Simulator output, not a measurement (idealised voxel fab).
The process module presented herein is designated voxel tone inversion.
cross-section cut | 195 nm wide | cells 5 nm
When this document writes out a cross-section, it uses a grid of square cells and lists it as bands, beginning at the top and moving down, with a band standing for one or more rows of cells.
Heads up on the band format: heights come first, top then bottom, in nm. After that it's the materials left to right, each with its width in nm. A single material flagged "everywhere" fills the whole band edge to edge, and "empty" means there's empty space there.
The level at which height equals 0 is the one under which the wafer, as it arrives, is entirely one material. No lower edge exists for the bottom band, which continues downward and is notated as in "0..down".
With a width like "30..40", each row of cells in the band differs from the next by the same amount, the top row carrying the first number and the bottom row the second.
Take "no change occurred" at face value: in the step it is given for, the cross-section changed in none of its cells.
"Closed empty spaces" contains a list of empty spaces, each no smaller than 8 cells and without an open way to the top, written in the form width x height at distance with the distance from the left edge and all three in nm.
If you see something after the settings on a step's line, that's the simulator's own remark about that step.
If you see "overlay nm" on a step's line and that step has a mask, it's telling you how far right of where it was planned the mask ended up; a negative number means it went left instead.
## These are the steps we planned for the process
1. RECEIVE,material Si
2. CONFORMAL_DEP,material SiCN,thk nm 10
3. DIRECTIONAL_DEP,material aC,thk nm 20
4. PATTERN,tone cover,mask id POSTS,material resist,width nm 15,pitch nm 45,thk nm 25,overlay nm 0
5. DIRECTIONAL_ETCH,etch materials aC,depth nm 20
6. STRIP,etch materials resist
7. FILL_DEP,material lowk,thk nm 5
8. CMP,height nm 30
9. STRIP,etch materials aC
10. CONFORMAL_DEP,material TiN,thk nm 5
11. FILL_DEP,material Cu,thk nm 5
12. CMP,height nm 30
13. CONFORMAL_DEP,material SiCN,thk nm 5
## The following pertains to the first of two wafers, which was processed as planned
## Wafer as received: cross-section following step 1
  0..down = Si everywhere
  Closed empty spaces: none
## After step 2, in cross-section
  10..0 = SiCN everywhere
  Heights below 0 show no change.
## After step 3, in cross-section
  30..10 = aC everywhere
  Heights below 10 show no change.
## After step 4, in cross-section
  55..30 = empty 45 | resist 15 | empty 30 | resist 15 | empty 30 | resist 15 | empty 45
  Heights below 30 show no change.
## After step 5, in cross-section
  35..30 = empty 45 | resist 15 | empty 30 | resist 15 | empty 30 | resist 15 | empty 45
  30..10 = empty 45 | aC 15 | empty 30 | aC 15 | empty 30 | aC 15 | empty 45
  Heights below 10 show no change.
## After step 6, in cross-section
  30..10 = empty 45 | aC 15 | empty 30 | aC 15 | empty 30 | aC 15 | empty 45
  Heights below 10 show no change.
## After step 7, in cross-section
  35..30 = lowk everywhere
  30..10 = lowk 45 | aC 15 | lowk 30 | aC 15 | lowk 30 | aC 15 | lowk 45
  Heights below 10 show no change.
## After step 8, in cross-section
  30..10 = lowk 45 | aC 15 | lowk 30 | aC 15 | lowk 30 | aC 15 | lowk 45
  Heights below 10 show no change.
## After step 9, in cross-section
  30..10 = lowk 45 | empty 15 | lowk 30 | empty 15 | lowk 30 | empty 15 | lowk 45
  Heights below 10 show no change.
## After step 10, in cross-section
  35..30 = TiN 50 | empty 5 | TiN 40 | empty 5 | TiN 40 | empty 5 | TiN 50
  30..15 = lowk 45 | TiN 5 | empty 5 | TiN 5 | lowk 30 | TiN 5 | empty 5 | TiN 5 | lowk 30 | TiN 5 | empty 5 | TiN 5 | lowk 45
  15..10 = lowk 45 | TiN 15 | lowk 30 | TiN 15 | lowk 30 | TiN 15 | lowk 45
  Heights below 10 show no change.
## After step 11, in cross-section
  40..35 = Cu everywhere
  35..30 = TiN 50 | Cu 5 | TiN 40 | Cu 5 | TiN 40 | Cu 5 | TiN 50
  30..15 = lowk 45 | TiN 5 | Cu 5 | TiN 5 | lowk 30 | TiN 5 | Cu 5 | TiN 5 | lowk 30 | TiN 5 | Cu 5 | TiN 5 | lowk 45
  Heights below 15 show no change.
## After step 12, in cross-section
  30..15 = lowk 45 | TiN 5 | Cu 5 | TiN 5 | lowk 30 | TiN 5 | Cu 5 | TiN 5 | lowk 30 | TiN 5 | Cu 5 | TiN 5 | lowk 45
  Heights below 15 show no change.
## After step 13, in cross-section
  35..30 = SiCN everywhere
  Heights below 30 show no change.
## Second wafer - shared start and plan with the first - one error in running - same as the first up to step 3 inclusive
## What the second wafer looks like in cross-section when step 4 should have wrapped up
  55..30 = empty 45 | resist 20 | empty 25 | resist 20 | empty 25 | resist 20 | empty 40
  Heights below 30 show no change.
## What the second wafer looks like in cross-section when step 5 should have wrapped up
  35..30 = empty 45 | resist 20 | empty 25 | resist 20 | empty 25 | resist 20 | empty 40
  30..10 = empty 45 | aC 20 | empty 25 | aC 20 | empty 25 | aC 20 | empty 40
  Heights below 10 show no change.
## What the second wafer looks like in cross-section when step 6 should have wrapped up
  30..10 = empty 45 | aC 20 | empty 25 | aC 20 | empty 25 | aC 20 | empty 40
  Heights below 10 show no change.
## What the second wafer looks like in cross-section when step 7 should have wrapped up
  35..30 = lowk everywhere
  30..10 = lowk 45 | aC 20 | lowk 25 | aC 20 | lowk 25 | aC 20 | lowk 40
  Heights below 10 show no change.
## What the second wafer looks like in cross-section when step 8 should have wrapped up
  30..10 = lowk 45 | aC 20 | lowk 25 | aC 20 | lowk 25 | aC 20 | lowk 40
  Heights below 10 show no change.
## What the second wafer looks like in cross-section when step 9 should have wrapped up
  30..10 = lowk 45 | empty 20 | lowk 25 | empty 20 | lowk 25 | empty 20 | lowk 40
  Heights below 10 show no change.
## What the second wafer looks like in cross-section when step 10 should have wrapped up
  35..30 = TiN 50 | empty 10 | TiN 35 | empty 10 | TiN 35 | empty 10 | TiN 45
  30..15 = lowk 45 | TiN 5 | empty 10 | TiN 5 | lowk 25 | TiN 5 | empty 10 | TiN 5 | lowk 25 | TiN 5 | empty 10 | TiN 5 | lowk 40
  15..10 = lowk 45 | TiN 20 | lowk 25 | TiN 20 | lowk 25 | TiN 20 | lowk 40
  Heights below 10 show no change.
## What the second wafer looks like in cross-section when step 11 should have wrapped up
  40..35 = Cu everywhere
  35..30 = TiN 50 | Cu 10 | TiN 35 | Cu 10 | TiN 35 | Cu 10 | TiN 45
  30..15 = lowk 45 | TiN 5 | Cu 10 | TiN 5 | lowk 25 | TiN 5 | Cu 10 | TiN 5 | lowk 25 | TiN 5 | Cu 10 | TiN 5 | lowk 40
  Heights below 15 show no change.
## What the second wafer looks like in cross-section when step 12 should have wrapped up
  30..15 = lowk 45 | TiN 5 | Cu 10 | TiN 5 | lowk 25 | TiN 5 | Cu 10 | TiN 5 | lowk 25 | TiN 5 | Cu 10 | TiN 5 | lowk 40
  Heights below 15 show no change.
## What the second wafer looks like in cross-section when step 13 should have wrapped up
  35..30 = SiCN everywhere
  Heights below 30 show no change.
Which mistake was made when the wafer was run? step 4: run off-plan, actual operation and settings PATTERN,tone cover,mask id POSTS,material resist,width nm 20,pitch nm 45,thk nm 25,overlay nm 0
Final comparison by cell count, materials where the second wafer has more or fewer than the first: 9 more of Cu, 3 more of TiN, 12 fewer of lowk
